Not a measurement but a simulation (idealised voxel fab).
Herein follows the process module entitled voxel self aligned contacts.
The cross-section shown here is cut; it is 270 nm wide and divided into square cells measuring 5 nm on a side.
Cross-section = grid of square cells, listed top down in bands; band = one or more rows. Basically the band line says how high the top is and how high the bottom is, in nm, and then what's in it from left to right, every material with its width in nm. Empty space shows up as "blank", and if a single material carries "all across" it runs the full band edge to edge. Basically, 0 is our baseline, since under it the wafer straight out of the box is all one material. The bottom band has no lower end and keeps on going down, so it looks like "0 down". When a width is written as two numbers, as in "30..40", the first number is the width in the top row of cells of the band and the second is the width in its bottom row, and the width changes by the same amount from each row to the next. It should be understood that the words "no change occurred", when stated for a given step, signify that the cross-section underwent no change in any of its cells during that step. "Internal closed voids" specifies each empty space that is not open to the top and that occupies no fewer than 8 cells, using the form width x height at distance, the distance measured from the left edge and all three quantities in nm. What comes after the settings on a step's line is commentary from the simulator itself on that step. Among the settings permitted on a step's line is "overlay nm"; applied to a step with a mask, it specifies the extent to which the mask lay to the right of its planned position, whereas a negative figure signifies a position to the left.

-- The process steps that were planned are listed below
1,RECEIVE: material Si
2,OXIDIZE: depth nm 5
3,DIRECTIONAL_DEP: material polySi, thk nm 20
4,DIRECTIONAL_DEP: material SiN, thk nm 20
5,MASKED_ETCH: tone cover, mask id GATE, width nm 25, pitch nm 60, etch materials SiN, depth nm 20, overlay nm 0
6,MASKED_ETCH: tone cover, mask id GATE, width nm 25, pitch nm 60, etch materials polySi, depth nm 20, overlay nm 0
7,CONFORMAL_DEP: material SiN, thk nm 5
8,DIRECTIONAL_ETCH: etch materials SiN, depth nm 5
9,FILL_DEP: material SiO2, thk nm 10
10,CMP: height nm 45
11,PATTERN: tone open, mask id CONTACT, material resist, width nm 45, thk nm 15, overlay nm 0
12,DIRECTIONAL_ETCH: etch materials SiO2, depth nm 50
13,STRIP: etch materials resist
14,CONFORMAL_DEP: material TiN, thk nm 5
15,FILL_DEP: material W, thk nm 5
16,CMP: height nm 45
17,CONFORMAL_DEP: material SiCN, thk nm 5

-- So this is the incoming wafer in cross-section - it's already been through step 1
- 0 down: Si all across
- Internal closed voids: none

-- Cross-sectional view of the first of the two wafers upon completion of the module, processed in accordance with the plan
- 50 to 45: SiCN all across
- 45 to 40: SiO2 110; TiN 15; W 15; TiN 15; SiO2 115
- 40 to 20: SiO2 85; SiN 35; TiN 5; W 15; TiN 5; SiN 35; SiO2 90
- 20 to 0: SiO2 85; SiN 5; polySi 25; SiN 5; TiN 5; W 15; TiN 5; SiN 5; polySi 25; SiN 5; SiO2 90
- 0 to -5: SiO2 120; TiN 25; SiO2 125
- -5 down: Si all across
- Internal closed voids: none

-- Second wafer cross-section at end of module - shared start and plan with the first, one mistake in the run
- 50 to 45: SiCN all across
- 45 to 40: SiO2 110; TiN 15; W 15; TiN 15; SiO2 115
- 40 to 20: SiO2 85; SiN 35; TiN 5; W 15; TiN 5; SiN 35; SiO2 90
- 20 to 5: SiO2 85; SiN 5; polySi 25; SiN 5; TiN 5; W 15; TiN 5; SiN 5; polySi 25; SiN 5; SiO2 90
- 5 to 0: SiO2 85; SiN 5; polySi 25; SiN 5; TiN 25; SiN 5; polySi 25; SiN 5; SiO2 90
- 0 down: Si all across
- Internal closed voids: none
Misprocessing identified: with respect to the plan, step 2 was omitted and not executed
Counted in cells at the end, the second wafer holds more or fewer of these materials than the first: Si: 54 more; SiO2: 49 fewer; TiN: 2 fewer; W: 3 fewer
